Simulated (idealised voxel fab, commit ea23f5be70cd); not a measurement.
This section sets out a process module, namely voxel gate over fins.
Cross-sectional view cut (width: 280 nm; square cell size: 5 nm).
Throughout this document, each cross-section is represented as a grid of square cells and is presented as a sequence of bands enumerated from the top downward, where a band comprises one or more rows of cells. The band entry comprises the height of the band's top followed by the height of its bottom, expressed in nm, and subsequently the band's materials from left to right, each stated together with its width in nm. Where a single material is marked with the word "all across", that material fills the band from edge to edge. The word "blank" represents empty space. Counting heights begins at 0, where everything beneath is, in the wafer as received, one material. The lowest band has no bottom; it goes on downwards, as "z 0 and below" shows. Note: "30->40" means the width goes from the first number (top row of the band) to the second number (bottom row) in equal steps per row of cells. Key: "nothing changed" - step with no changed cell in the cross-section. Closed-off voids of 8+ cells (no open route to the top) go in "Closed void list", written width x height at distance from the left edge, in nm. On each step's line, the part that comes after the settings is the simulator's own comment on the step. A step's line can hold "overlay nm"; with a mask on that step, the setting says how far right of the planned place the mask lay, while a negative setting says it lay to the left.

THESE ARE THE STEPS WE PLANNED FOR THE PROCESS
step 1: RECEIVE [material Si]
step 2: CONFORMAL_DEP [material SiN] [thk nm 5]
step 3: PATTERN [tone cover] [mask id FINS] [material resist] [width nm 15] [pitch nm 45] [thk nm 20] [overlay nm 0]
step 4: DIRECTIONAL_ETCH [etch materials SiN] [depth nm 5]
step 5: DIRECTIONAL_ETCH [etch materials Si] [depth nm 35]
step 6: STRIP [etch materials resist]
step 7: FILL_DEP [material SiO2] [thk nm 15]
step 8: CMP [height nm 5]
step 9: SELECTIVE_ETCH [etch materials SiO2] [depth nm 20]
step 10: STRIP [etch materials SiN]
step 11: CONFORMAL_DEP [material HfO2] [thk nm 5]
step 12: CONFORMAL_DEP [material TiN] [thk nm 5]
step 13: CONFORMAL_DEP [material TiAl] [thk nm 5]
step 14: CONFORMAL_DEP [material TiN] [thk nm 5]
step 15: FILL_DEP [material W] [thk nm 10]
step 16: CMP [height nm 25]
step 17: CONFORMAL_DEP [material SiN] [thk nm 10]

CROSS-SECTION, INCOMING MATERIAL, AFTER STEP 1
> z 0 and below  Si all across
> Closed void list: none

ONE MISTAKE IN RUNNING THE MODULE, OTHERWISE START AND PLAN AS ABOVE: CROSS-SECTION AT THE END
> z 35 to 25  SiN all across
> z 25 to 20  W all across
> z 20 to 15  85 W  100 TiN  95 W
> z 15 to 10  85 W  5 TiN  90 TiAl  5 TiN  95 W
> z 10 to 5  85 W  5 TiN  5 TiAl  35 TiN  10 TiAl  35 TiN  5 TiAl  5 TiN  95 W
> z 5 to 0  90 TiN  5 TiAl  5 TiN  25 HfO2  5 TiN  10 TiAl  5 TiN  25 HfO2  5 TiN  5 TiAl  100 TiN
> z 0 to -5  95 TiAl  5 TiN  5 HfO2  15 Si  5 HfO2  5 TiN  10 TiAl  5 TiN  5 HfO2  15 Si  5 HfO2  5 TiN  105 TiAl
> z -5 to -10  100 TiN  5 HfO2  15 Si  5 HfO2  20 TiN  5 HfO2  15 Si  5 HfO2  110 TiN
> z -10 to -15  105 HfO2  15 Si  30 HfO2  15 Si  115 HfO2
> z -15 to -35  105 SiO2  15 Si  30 SiO2  15 Si  115 SiO2
> z -35 and below  Si all across
> Closed void list: none
Against the plan, the run slipped here: step 3 changed vs plan, executed as PATTERN [tone cover] [mask id FINS] [material resist] [width nm 15] [pitch nm 45] [thk nm 20] [overlay nm -5]
